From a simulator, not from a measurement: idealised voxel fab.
The name of this process module is voxel released beams.
This is section cut - it's 290 nm across, gridded in 5 nm square cells.
Notation: cross-section as square-cell grid; stated in bands, top first, going down; one or more cell rows per band.
Per band: top height and bottom height in nm, followed by the left-to-right materials and their widths in nm; "all across" marks a single material spanning edge to edge, "air" marks empty space.
Heights are expressed relative to 0, this being the level below which the as-received wafer comprises one material exclusively. The lowest band is unbounded in the downward direction and is denoted as in "0..down".
It should be noted that a width expressed as "30->40" varies in equal increments from row to row of cells within the band, taking the value of the first number at the top row and that of the second number at the bottom row.
For the purposes of this document, the phrase "nothing altered" attached to a step denotes that no cell within the cross-section was modified by that step.
Basically, "Sealed void list" tells you about the enclosed voids: empty spaces with no open way to the top, 8 cells or bigger, each written width x height at distance, where distance is from the left edge, all in nm.
Heads up: the bit after the settings on a step's line is the simulator's remark on that step.
"overlay nm", when on a step's line for a step with a mask, measures how far to the right of its planned place the mask lay; a negative measure means to the left.

The following list gives the planned process steps:
1,op RECEIVE | material Si
2,op CONFORMAL_DEP | material SiN | thk nm 10
3,op DIRECTIONAL_DEP | material SiO2 | thk nm 10
4,op MASKED_ETCH | tone open | mask id ANCHOR | width nm 40 | etch materials SiO2 | depth nm 10 | overlay nm 0
5,op CONFORMAL_DEP | material TiN | thk nm 15
6,op DIRECTIONAL_DEP | material aC | thk nm 15
7,op PATTERN | tone cover | mask id BEAM | material resist | width nm 100 | thk nm 35 | overlay nm 0
8,op DIRECTIONAL_ETCH | etch materials aC | depth nm 15
9,op STRIP | etch materials resist
10,op DIRECTIONAL_ETCH | etch materials TiN | depth nm 15
11,op STRIP | etch materials aC
12,op STRIP | etch materials SiO2

On the first of the two wafers: run conducted according to plan:

Cross-section of the wafer at receipt, which is the condition after step 1:
- 0..down = Si all across
- Sealed void list: none

Wafer section view after processing step 2:
- 10..0 = SiN all across
- Below 0, no change.

Wafer section view after processing step 3:
- 20..10 = SiO2 all across
- Below 10, no change.

Wafer section view after processing step 4:
- 20..10 = SiO2: 95 / air: 40 / SiO2: 155
- Below 10, no change.

Wafer section view after processing step 5:
- 35..25 = TiN: 110 / air: 10 / TiN: 170
- 25..20 = TiN all across
- 20..10 = SiO2: 95 / TiN: 40 / SiO2: 155
- Below 10, no change.

Wafer section view after processing step 6:
- 50..40 = aC: 110 / air: 10 / aC: 170
- 40..35 = aC all across
- 35..25 = TiN: 110 / aC: 10 / TiN: 170
- Below 25, no change.

Wafer section view after processing step 7:
- 85..50 = air: 90 / resist: 100 / air: 100
- 50..40 = aC: 110 / resist: 10 / aC: 170
- Below 40, no change.

Wafer section view after processing step 8:
- 70..50 = air: 90 / resist: 100 / air: 100
- 50..40 = air: 90 / aC: 20 / resist: 10 / aC: 70 / air: 100
- 40..35 = air: 90 / aC: 100 / air: 100
- Below 35, no change.

Wafer section view after processing step 9:
- 50..40 = air: 90 / aC: 20 / air: 10 / aC: 70 / air: 100
- Below 40, no change.

Wafer section view after processing step 10:
- 50..40 = air: 90 / aC: 20 / air: 10 / aC: 70 / air: 100
- 40..35 = air: 90 / aC: 100 / air: 100
- 35..25 = air: 90 / TiN: 20 / aC: 10 / TiN: 70 / air: 100
- 25..20 = air: 90 / TiN: 100 / air: 100
- Below 20, no change.

Wafer section view after processing step 11:
- 35..25 = air: 90 / TiN: 20 / air: 10 / TiN: 70 / air: 100
- Below 25, no change.

Wafer section view after processing step 12:
- 35..25 = air: 90 / TiN: 20 / air: 10 / TiN: 70 / air: 100
- 25..20 = air: 90 / TiN: 100 / air: 100
- 20..10 = air: 95 / TiN: 40 / air: 155
- Below 10, no change.

Second wafer, same starting state and plan as the first, one mistake in the run, identical through step 4:

when step 5 should have ended:
- 35..25 = SiN: 110 / air: 10 / SiN: 170
- 25..20 = SiN all across
- 20..10 = SiO2: 95 / SiN: 40 / SiO2: 155
- Below 10, no change.

when step 6 should have ended:
- 50..40 = aC: 110 / air: 10 / aC: 170
- 40..35 = aC all across
- 35..25 = SiN: 110 / aC: 10 / SiN: 170
- Below 25, no change.

when step 7 should have ended:
- 85..50 = air: 90 / resist: 100 / air: 100
- 50..40 = aC: 110 / resist: 10 / aC: 170
- Below 40, no change.

when step 8 should have ended:
- 70..50 = air: 90 / resist: 100 / air: 100
- 50..40 = air: 90 / aC: 20 / resist: 10 / aC: 70 / air: 100
- 40..35 = air: 90 / aC: 100 / air: 100
- Below 35, no change.

when step 9 should have ended:
- 50..40 = air: 90 / aC: 20 / air: 10 / aC: 70 / air: 100
- Below 40, no change.

when step 10 should have ended: nothing altered

when step 11 should have ended:
- 35..25 = SiN: 110 / air: 10 / SiN: 170
- Below 25, no change.

when step 12 should have ended: nothing altered
Heads up, the wafer didn't run the way we planned it: off-plan run, step 5, actual operation and settings op CONFORMAL_DEP | material SiN | thk nm 15
Final comparison by cell count, materials where the second wafer has more or fewer than the first: SiN +186; SiO2 +100; TiN -72
